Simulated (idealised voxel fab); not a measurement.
voxel wiring stack: a process module
Each square cell in cross-section cut measures 5 nm, and the section as a whole is 145 nm wide.
If you're reading a cross-section in this doc, picture square cells in a grid; it comes to you as bands, top ones listed first down to the bottom, and a band can be one or more rows of cells. Quick guide to a band line: top height, bottom height (nm) up front; then every material left to right with its width in nm. Only one material and it's marked "edge to edge"? Then it fills the band edge to edge. And "air" just means empty space. Height reference: 0 = level under which incoming wafer is all one material. Lowest band: no bottom, runs on downward, e.g. "0 and below". A width given as "30->40" starts at the first number in the band's top row and ends at the second number in its bottom row, shifting by an equal amount at every step from row to row. Step note "stayed the same" = no cross-section cell changed. Voids not open to the top, 8 cells minimum: see "Entrapped void list". Written width x height at distance; distance is from the left edge; nm. Anything after a step's settings on that line? It's the simulator's own note about the step. You can add "overlay nm" to a step's line. For a step with a mask, it describes how far the mask lay to the right of its planned position, and a negative number describes a lay to the left.
**These are the steps we planned for the process**
| 1 | RECEIVE with material Si |
| 2 | CONFORMAL_DEP with material SiO2, thk nm 10 |
| 3 | DIRECTIONAL_DEP with material TiN, thk nm 5 |
| 4 | DIRECTIONAL_DEP with material Ru, thk nm 20 |
| 5 | PATTERN with tone cover, mask id METAL_1, material resist, width nm 30, pitch nm 55, thk nm 20, overlay nm 0 |
| 6 | DIRECTIONAL_ETCH with etch materials Ru, depth nm 20 |
| 7 | DIRECTIONAL_ETCH with etch materials TiN, depth nm 5 |
| 8 | STRIP with etch materials resist |
| 9 | CONFORMAL_DEP with material SiCN, thk nm 5 |
| 10 | FILL_DEP with material SiO2, thk nm 10 |
| 11 | CMP with height nm 35 |
| 12 | CONFORMAL_DEP with material SiCN, thk nm 5 |
| 13 | DIRECTIONAL_DEP with material SiO2, thk nm 10 |
| 14 | MASKED_ETCH with tone open, mask id PLUG_1, width nm 15, etch materials SiO2, depth nm 10, overlay nm 0 |
| 15 | MASKED_ETCH with tone open, mask id PLUG_1, width nm 15, etch materials SiCN, depth nm 5, overlay nm 0 |
| 16 | CONFORMAL_DEP with material TiN, thk nm 5 |
| 17 | FILL_DEP with material W, thk nm 10 |
| 18 | CMP with height nm 50 |
| 19 | CONFORMAL_DEP with material SiCN, thk nm 5 |
| 20 | DIRECTIONAL_DEP with material lowk, thk nm 20 |
| 21 | DIRECTIONAL_DEP with material aC, thk nm 10 |
| 22 | PATTERN with tone open, mask id METAL_2, material resist, width nm 30, pitch nm 55, thk nm 30, overlay nm 0 |
| 23 | DIRECTIONAL_ETCH with etch materials aC, depth nm 10 |
| 24 | STRIP with etch materials resist |
| 25 | DIRECTIONAL_ETCH with etch materials lowk, depth nm 20 |
| 26 | DIRECTIONAL_ETCH with etch materials SiCN, depth nm 5 |
| 27 | STRIP with etch materials aC |
| 28 | CONFORMAL_DEP with material TiN, thk nm 5 |
| 29 | FILL_DEP with material Cu, thk nm 5 |
| 30 | CMP with height nm 75 |
| 31 | CONFORMAL_DEP with material SiCN, thk nm 5 |
| 32 | DIRECTIONAL_DEP with material SiO2, thk nm 20 |
| 33 | DIRECTIONAL_DEP with material aC, thk nm 10 |
| 34 | PATTERN with tone open, mask id PLUG_2, material resist, width nm 15, pitch nm 55, thk nm 30, overlay nm 0 |
| 35 | DIRECTIONAL_ETCH with etch materials aC, depth nm 10 |
| 36 | STRIP with etch materials resist |
| 37 | DIRECTIONAL_ETCH with etch materials SiO2, depth nm 20 |
| 38 | DIRECTIONAL_ETCH with etch materials SiCN, depth nm 5 |
| 39 | STRIP with etch materials aC |
| 40 | CONFORMAL_DEP with material TiN, thk nm 5 |
| 41 | FILL_DEP with material W, thk nm 10 |
| 42 | CMP with height nm 100 |
| 43 | DIRECTIONAL_DEP with material TiN, thk nm 5 |
| 44 | DIRECTIONAL_DEP with material Ru, thk nm 25 |
| 45 | MASKED_ETCH with tone cover, mask id METAL_3, width nm 30, pitch nm 55, etch materials Ru, depth nm 25, overlay nm 0 |
| 46 | MASKED_ETCH with tone cover, mask id METAL_3, width nm 30, pitch nm 55, etch materials TiN, depth nm 5, overlay nm 0 |
| 47 | FILL_DEP with material SiO2, thk nm 10 |
| 48 | CMP with height nm 130 |
| 49 | CONFORMAL_DEP with material SiN, thk nm 5 |
**The first of the two wafers, which ran as planned**
**Step 1 complete: cross-section of the wafer as received**
> 0 and below = Si edge to edge
> Entrapped void list: none
**Presented here is a cross-section of the wafer after step 2 has been performed**
> 10 down to 0 = SiO2 edge to edge
> Unchanged below 0.
**Presented here is a cross-section of the wafer after step 3 has been performed**
> 15 down to 10 = TiN edge to edge
> Unchanged below 10.
**Presented here is a cross-section of the wafer after step 4 has been performed**
> 35 down to 15 = Ru edge to edge
> Unchanged below 15.
**Presented here is a cross-section of the wafer after step 5 has been performed**
> 55 down to 35 = air: 30, resist: 30, air: 25, resist: 30, air: 30
> Unchanged below 35.
**Presented here is a cross-section of the wafer after step 6 has been performed**
> 55 down to 35 = air: 30, resist: 30, air: 25, resist: 30, air: 30
> 35 down to 15 = air: 30, Ru: 30, air: 25, Ru: 30, air: 30
> Unchanged below 15.
**Presented here is a cross-section of the wafer after step 7 has been performed**
> 55 down to 35 = air: 30, resist: 30, air: 25, resist: 30, air: 30
> 35 down to 15 = air: 30, Ru: 30, air: 25, Ru: 30, air: 30
> 15 down to 10 = air: 30, TiN: 30, air: 25, TiN: 30, air: 30
> Unchanged below 10.
**Presented here is a cross-section of the wafer after step 8 has been performed**
> 35 down to 15 = air: 30, Ru: 30, air: 25, Ru: 30, air: 30
> Unchanged below 15.
**Presented here is a cross-section of the wafer after step 9 has been performed**
> 40 down to 35 = air: 25, SiCN: 40, air: 15, SiCN: 40, air: 25
> 35 down to 15 = air: 25, SiCN: 5, Ru: 30, SiCN: 5, air: 15, SiCN: 5, Ru: 30, SiCN: 5, air: 25
> 15 down to 10 = SiCN: 30, TiN: 30, SiCN: 25, TiN: 30, SiCN: 30
> Unchanged below 10.
**Presented here is a cross-section of the wafer after step 10 has been performed**
> 50 down to 40 = SiO2 edge to edge
> 40 down to 35 = SiO2: 25, SiCN: 40, SiO2: 15, SiCN: 40, SiO2: 25
> 35 down to 15 = SiO2: 25, SiCN: 5, Ru: 30, SiCN: 5, SiO2: 15, SiCN: 5, Ru: 30, SiCN: 5, SiO2: 25
> Unchanged below 15.
**Presented here is a cross-section of the wafer after step 11 has been performed**
> 35 down to 15 = SiO2: 25, SiCN: 5, Ru: 30, SiCN: 5, SiO2: 15, SiCN: 5, Ru: 30, SiCN: 5, SiO2: 25
> Unchanged below 15.
**Presented here is a cross-section of the wafer after step 12 has been performed**
> 40 down to 35 = SiCN edge to edge
> Unchanged below 35.
**Presented here is a cross-section of the wafer after step 13 has been performed**
> 50 down to 40 = SiO2 edge to edge
> Unchanged below 40.
**Presented here is a cross-section of the wafer after step 14 has been performed**
> 50 down to 40 = SiO2: 30, air: 15, SiO2: 100
> Unchanged below 40.
**Presented here is a cross-section of the wafer after step 15 has been performed**
> 50 down to 40 = SiO2: 30, air: 15, SiO2: 100
> 40 down to 35 = SiCN: 30, air: 15, SiCN: 100
> Unchanged below 35.
**Presented here is a cross-section of the wafer after step 16 has been performed**
> 55 down to 50 = TiN: 35, air: 5, TiN: 105
> 50 down to 40 = SiO2: 30, TiN: 5, air: 5, TiN: 5, SiO2: 100
> 40 down to 35 = SiCN: 30, TiN: 15, SiCN: 100
> Unchanged below 35.
**Presented here is a cross-section of the wafer after step 17 has been performed**
> 65 down to 55 = W edge to edge
> 55 down to 50 = TiN: 35, W: 5, TiN: 105
> 50 down to 40 = SiO2: 30, TiN: 5, W: 5, TiN: 5, SiO2: 100
> Unchanged below 40.
**Presented here is a cross-section of the wafer after step 18 has been performed**
> 50 down to 40 = SiO2: 30, TiN: 5, W: 5, TiN: 5, SiO2: 100
> Unchanged below 40.
**Presented here is a cross-section of the wafer after step 19 has been performed**
> 55 down to 50 = SiCN edge to edge
> Unchanged below 50.
**Presented here is a cross-section of the wafer after step 20 has been performed**
> 75 down to 55 = lowk edge to edge
> Unchanged below 55.
**Presented here is a cross-section of the wafer after step 21 has been performed**
> 85 down to 75 = aC edge to edge
> Unchanged below 75.
**Presented here is a cross-section of the wafer after step 22 has been performed**
> 115 down to 85 = resist: 30, air: 30, resist: 25, air: 30, resist: 30
> Unchanged below 85.
**Presented here is a cross-section of the wafer after step 23 has been performed**
> 105 down to 85 = resist: 30, air: 30, resist: 25, air: 30, resist: 30
> 85 down to 75 = aC: 30, air: 30, aC: 25, air: 30, aC: 30
> Unchanged below 75.
**Presented here is a cross-section of the wafer after step 24 has been performed**
> 85 down to 75 = aC: 30, air: 30, aC: 25, air: 30, aC: 30
> Unchanged below 75.
**Presented here is a cross-section of the wafer after step 25 has been performed**
> 85 down to 75 = aC: 30, air: 30, aC: 25, air: 30, aC: 30
> 75 down to 55 = lowk: 30, air: 30, lowk: 25, air: 30, lowk: 30
> Unchanged below 55.
**Presented here is a cross-section of the wafer after step 26 has been performed**
> 85 down to 75 = aC: 30, air: 30, aC: 25, air: 30, aC: 30
> 75 down to 55 = lowk: 30, air: 30, lowk: 25, air: 30, lowk: 30
> 55 down to 50 = SiCN: 30, air: 30, SiCN: 25, air: 30, SiCN: 30
> Unchanged below 50.
**Presented here is a cross-section of the wafer after step 27 has been performed**
> 75 down to 55 = lowk: 30, air: 30, lowk: 25, air: 30, lowk: 30
> Unchanged below 55.
**Presented here is a cross-section of the wafer after step 28 has been performed**
> 80 down to 75 = TiN: 35, air: 20, TiN: 35, air: 20, TiN: 35
> 75 down to 55 = lowk: 30, TiN: 5, air: 20, TiN: 5, lowk: 25, TiN: 5, air: 20, TiN: 5, lowk: 30
> 55 down to 50 = SiCN: 30, TiN: 30, SiCN: 25, TiN: 30, SiCN: 30
> Unchanged below 50.
**Presented here is a cross-section of the wafer after step 29 has been performed**
> 85 down to 80 = Cu edge to edge
> 80 down to 75 = TiN: 35, Cu: 20, TiN: 35, Cu: 20, TiN: 35
> 75 down to 55 = lowk: 30, TiN: 5, Cu: 20, TiN: 5, lowk: 25, TiN: 5, Cu: 20, TiN: 5, lowk: 30
> Unchanged below 55.
**Presented here is a cross-section of the wafer after step 30 has been performed**
> 75 down to 55 = lowk: 30, TiN: 5, Cu: 20, TiN: 5, lowk: 25, TiN: 5, Cu: 20, TiN: 5, lowk: 30
> Unchanged below 55.
**Presented here is a cross-section of the wafer after step 31 has been performed**
> 80 down to 75 = SiCN edge to edge
> Unchanged below 75.
**Presented here is a cross-section of the wafer after step 32 has been performed**
> 100 down to 80 = SiO2 edge to edge
> Unchanged below 80.
**Presented here is a cross-section of the wafer after step 33 has been performed**
> 110 down to 100 = aC edge to edge
> Unchanged below 100.
**Presented here is a cross-section of the wafer after step 34 has been performed**
> 140 down to 110 = resist: 30, air: 15, resist: 40, air: 15, resist: 45
> Unchanged below 110.
**Presented here is a cross-section of the wafer after step 35 has been performed**
> 130 down to 110 = resist: 30, air: 15, resist: 40, air: 15, resist: 45
> 110 down to 100 = aC: 30, air: 15, aC: 40, air: 15, aC: 45
> Unchanged below 100.
**Presented here is a cross-section of the wafer after step 36 has been performed**
> 110 down to 100 = aC: 30, air: 15, aC: 40, air: 15, aC: 45
> Unchanged below 100.
**Presented here is a cross-section of the wafer after step 37 has been performed**
> 110 down to 100 = aC: 30, air: 15, aC: 40, air: 15, aC: 45
> 100 down to 80 = SiO2: 30, air: 15, SiO2: 40, air: 15, SiO2: 45
> Unchanged below 80.
**Presented here is a cross-section of the wafer after step 38 has been performed**
> 110 down to 100 = aC: 30, air: 15, aC: 40, air: 15, aC: 45
> 100 down to 80 = SiO2: 30, air: 15, SiO2: 40, air: 15, SiO2: 45
> 80 down to 75 = SiCN: 30, air: 15, SiCN: 40, air: 15, SiCN: 45
> Unchanged below 75.
**Presented here is a cross-section of the wafer after step 39 has been performed**
> 100 down to 80 = SiO2: 30, air: 15, SiO2: 40, air: 15, SiO2: 45
> Unchanged below 80.
**Presented here is a cross-section of the wafer after step 40 has been performed**
> 105 down to 100 = TiN: 35, air: 5, TiN: 50, air: 5, TiN: 50
> 100 down to 80 = SiO2: 30, TiN: 5, air: 5, TiN: 5, SiO2: 40, TiN: 5, air: 5, TiN: 5, SiO2: 45
> 80 down to 75 = SiCN: 30, TiN: 15, SiCN: 40, TiN: 15, SiCN: 45
> Unchanged below 75.
**Presented here is a cross-section of the wafer after step 41 has been performed**
> 115 down to 105 = W edge to edge
> 105 down to 100 = TiN: 35, W: 5, TiN: 50, W: 5, TiN: 50
> 100 down to 80 = SiO2: 30, TiN: 5, W: 5, TiN: 5, SiO2: 40, TiN: 5, W: 5, TiN: 5, SiO2: 45
> Unchanged below 80.
**Presented here is a cross-section of the wafer after step 42 has been performed**
> 100 down to 80 = SiO2: 30, TiN: 5, W: 5, TiN: 5, SiO2: 40, TiN: 5, W: 5, TiN: 5, SiO2: 45
> Unchanged below 80.
**Presented here is a cross-section of the wafer after step 43 has been performed**
> 105 down to 100 = TiN edge to edge
> Unchanged below 100.
**Presented here is a cross-section of the wafer after step 44 has been performed**
> 130 down to 105 = Ru edge to edge
> Unchanged below 105.
**Presented here is a cross-section of the wafer after step 45 has been performed**
> 130 down to 105 = air: 30, Ru: 30, air: 25, Ru: 30, air: 30
> Unchanged below 105.
**Presented here is a cross-section of the wafer after step 46 has been performed**
> 130 down to 105 = air: 30, Ru: 30, air: 25, Ru: 30, air: 30
> 105 down to 100 = air: 30, TiN: 30, air: 25, TiN: 30, air: 30
> Unchanged below 100.
**Presented here is a cross-section of the wafer after step 47 has been performed**
> 140 down to 130 = SiO2 edge to edge
> 130 down to 105 = SiO2: 30, Ru: 30, SiO2: 25, Ru: 30, SiO2: 30
> 105 down to 100 = SiO2: 30, TiN: 30, SiO2: 25, TiN: 30, SiO2: 30
> Unchanged below 100.
**Presented here is a cross-section of the wafer after step 48 has been performed**
> 130 down to 105 = SiO2: 30, Ru: 30, SiO2: 25, Ru: 30, SiO2: 30
> Unchanged below 105.
**Presented here is a cross-section of the wafer after step 49 has been performed**
> 135 down to 130 = SiN edge to edge
> Unchanged below 130.
**second wafer: like start, like plan, one mistake. Through step 13 it matches the first wafer**
**Here is the second wafer in cross-section at the point where step 14 of the plan should have been done**
> 50 down to 40 = SiO2: 20, air: 15, SiO2: 110
> Unchanged below 40.
**Here is the second wafer in cross-section at the point where step 15 of the plan should have been done**
> 50 down to 40 = SiO2: 20, air: 15, SiO2: 110
> 40 down to 35 = SiCN: 30, air: 5, SiCN: 110
> Unchanged below 35.
**Here is the second wafer in cross-section at the point where step 16 of the plan should have been done**
> 55 down to 50 = TiN: 25, air: 5, TiN: 115
> 50 down to 45 = SiO2: 20, TiN: 5, air: 5, TiN: 5, SiO2: 110
> 45 down to 40 = SiO2: 20, TiN: 15, SiO2: 110
> 40 down to 35 = SiCN: 30, TiN: 5, SiCN: 110
> Unchanged below 35.
**Here is the second wafer in cross-section at the point where step 17 of the plan should have been done**
> 65 down to 55 = W edge to edge
> 55 down to 50 = TiN: 25, W: 5, TiN: 115
> 50 down to 45 = SiO2: 20, TiN: 5, W: 5, TiN: 5, SiO2: 110
> Unchanged below 45.
**Here is the second wafer in cross-section at the point where step 18 of the plan should have been done**
> 50 down to 45 = SiO2: 20, TiN: 5, W: 5, TiN: 5, SiO2: 110
> Unchanged below 45.
**Here is the second wafer in cross-section at the point where step 19 of the plan should have been done**
> 55 down to 50 = SiCN edge to edge
> Unchanged below 50.
**Here is the second wafer in cross-section at the point where step 20 of the plan should have been done**
> 75 down to 55 = lowk edge to edge
> Unchanged below 55.
**Here is the second wafer in cross-section at the point where step 21 of the plan should have been done**
> 85 down to 75 = aC edge to edge
> Unchanged below 75.
**Here is the second wafer in cross-section at the point where step 22 of the plan should have been done**
> 115 down to 85 = resist: 30, air: 30, resist: 25, air: 30, resist: 30
> Unchanged below 85.
**Here is the second wafer in cross-section at the point where step 23 of the plan should have been done**
> 105 down to 85 = resist: 30, air: 30, resist: 25, air: 30, resist: 30
> 85 down to 75 = aC: 30, air: 30, aC: 25, air: 30, aC: 30
> Unchanged below 75.
**Here is the second wafer in cross-section at the point where step 24 of the plan should have been done**
> 85 down to 75 = aC: 30, air: 30, aC: 25, air: 30, aC: 30
> Unchanged below 75.
**Here is the second wafer in cross-section at the point where step 25 of the plan should have been done**
> 85 down to 75 = aC: 30, air: 30, aC: 25, air: 30, aC: 30
> 75 down to 55 = lowk: 30, air: 30, lowk: 25, air: 30, lowk: 30
> Unchanged below 55.
**Here is the second wafer in cross-section at the point where step 26 of the plan should have been done**
> 85 down to 75 = aC: 30, air: 30, aC: 25, air: 30, aC: 30
> 75 down to 55 = lowk: 30, air: 30, lowk: 25, air: 30, lowk: 30
> 55 down to 50 = SiCN: 30, air: 30, SiCN: 25, air: 30, SiCN: 30
> Unchanged below 50.
**Here is the second wafer in cross-section at the point where step 27 of the plan should have been done**
> 75 down to 55 = lowk: 30, air: 30, lowk: 25, air: 30, lowk: 30
> Unchanged below 55.
**Here is the second wafer in cross-section at the point where step 28 of the plan should have been done**
> 80 down to 75 = TiN: 35, air: 20, TiN: 35, air: 20, TiN: 35
> 75 down to 55 = lowk: 30, TiN: 5, air: 20, TiN: 5, lowk: 25, TiN: 5, air: 20, TiN: 5, lowk: 30
> 55 down to 50 = SiCN: 30, TiN: 30, SiCN: 25, TiN: 30, SiCN: 30
> Unchanged below 50.
**Here is the second wafer in cross-section at the point where step 29 of the plan should have been done**
> 85 down to 80 = Cu edge to edge
> 80 down to 75 = TiN: 35, Cu: 20, TiN: 35, Cu: 20, TiN: 35
> 75 down to 55 = lowk: 30, TiN: 5, Cu: 20, TiN: 5, lowk: 25, TiN: 5, Cu: 20, TiN: 5, lowk: 30
> Unchanged below 55.
**Here is the second wafer in cross-section at the point where step 30 of the plan should have been done**
> 75 down to 55 = lowk: 30, TiN: 5, Cu: 20, TiN: 5, lowk: 25, TiN: 5, Cu: 20, TiN: 5, lowk: 30
> Unchanged below 55.
**Here is the second wafer in cross-section at the point where step 31 of the plan should have been done**
> 80 down to 75 = SiCN edge to edge
> Unchanged below 75.
**Here is the second wafer in cross-section at the point where step 32 of the plan should have been done**
> 100 down to 80 = SiO2 edge to edge
> Unchanged below 80.
**Here is the second wafer in cross-section at the point where step 33 of the plan should have been done**
> 110 down to 100 = aC edge to edge
> Unchanged below 100.
**Here is the second wafer in cross-section at the point where step 34 of the plan should have been done**
> 140 down to 110 = resist: 30, air: 15, resist: 40, air: 15, resist: 45
> Unchanged below 110.
**Here is the second wafer in cross-section at the point where step 35 of the plan should have been done**
> 130 down to 110 = resist: 30, air: 15, resist: 40, air: 15, resist: 45
> 110 down to 100 = aC: 30, air: 15, aC: 40, air: 15, aC: 45
> Unchanged below 100.
**Here is the second wafer in cross-section at the point where step 36 of the plan should have been done**
> 110 down to 100 = aC: 30, air: 15, aC: 40, air: 15, aC: 45
> Unchanged below 100.
**Here is the second wafer in cross-section at the point where step 37 of the plan should have been done**
> 110 down to 100 = aC: 30, air: 15, aC: 40, air: 15, aC: 45
> 100 down to 80 = SiO2: 30, air: 15, SiO2: 40, air: 15, SiO2: 45
> Unchanged below 80.
**Here is the second wafer in cross-section at the point where step 38 of the plan should have been done**
> 110 down to 100 = aC: 30, air: 15, aC: 40, air: 15, aC: 45
> 100 down to 80 = SiO2: 30, air: 15, SiO2: 40, air: 15, SiO2: 45
> 80 down to 75 = SiCN: 30, air: 15, SiCN: 40, air: 15, SiCN: 45
> Unchanged below 75.
**Here is the second wafer in cross-section at the point where step 39 of the plan should have been done**
> 100 down to 80 = SiO2: 30, air: 15, SiO2: 40, air: 15, SiO2: 45
> Unchanged below 80.
**Here is the second wafer in cross-section at the point where step 40 of the plan should have been done**
> 105 down to 100 = TiN: 35, air: 5, TiN: 50, air: 5, TiN: 50
> 100 down to 80 = SiO2: 30, TiN: 5, air: 5, TiN: 5, SiO2: 40, TiN: 5, air: 5, TiN: 5, SiO2: 45
> 80 down to 75 = SiCN: 30, TiN: 15, SiCN: 40, TiN: 15, SiCN: 45
> Unchanged below 75.
**Here is the second wafer in cross-section at the point where step 41 of the plan should have been done**
> 115 down to 105 = W edge to edge
> 105 down to 100 = TiN: 35, W: 5, TiN: 50, W: 5, TiN: 50
> 100 down to 80 = SiO2: 30, TiN: 5, W: 5, TiN: 5, SiO2: 40, TiN: 5, W: 5, TiN: 5, SiO2: 45
> Unchanged below 80.
**Here is the second wafer in cross-section at the point where step 42 of the plan should have been done**
> 100 down to 80 = SiO2: 30, TiN: 5, W: 5, TiN: 5, SiO2: 40, TiN: 5, W: 5, TiN: 5, SiO2: 45
> Unchanged below 80.
**Here is the second wafer in cross-section at the point where step 43 of the plan should have been done**
> 105 down to 100 = TiN edge to edge
> Unchanged below 100.
**Here is the second wafer in cross-section at the point where step 44 of the plan should have been done**
> 130 down to 105 = Ru edge to edge
> Unchanged below 105.
**Here is the second wafer in cross-section at the point where step 45 of the plan should have been done**
> 130 down to 105 = air: 30, Ru: 30, air: 25, Ru: 30, air: 30
> Unchanged below 105.
**Here is the second wafer in cross-section at the point where step 46 of the plan should have been done**
> 130 down to 105 = air: 30, Ru: 30, air: 25, Ru: 30, air: 30
> 105 down to 100 = air: 30, TiN: 30, air: 25, TiN: 30, air: 30
> Unchanged below 100.
**Here is the second wafer in cross-section at the point where step 47 of the plan should have been done**
> 140 down to 130 = SiO2 edge to edge
> 130 down to 105 = SiO2: 30, Ru: 30, SiO2: 25, Ru: 30, SiO2: 30
> 105 down to 100 = SiO2: 30, TiN: 30, SiO2: 25, TiN: 30, SiO2: 30
> Unchanged below 100.
**Here is the second wafer in cross-section at the point where step 48 of the plan should have been done**
> 130 down to 105 = SiO2: 30, Ru: 30, SiO2: 25, Ru: 30, SiO2: 30
> Unchanged below 105.
**Here is the second wafer in cross-section at the point where step 49 of the plan should have been done**
> 135 down to 130 = SiN edge to edge
> Unchanged below 130.
Against the plan, the run slipped here: step 14: run off-plan, actual operation and settings MASKED_ETCH with tone open, mask id PLUG_1, width nm 15, etch materials SiO2, depth nm 10, overlay nm -10
Materials where the second wafer ends with more or fewer cells than the first: SiCN +2; TiN -1; W -1
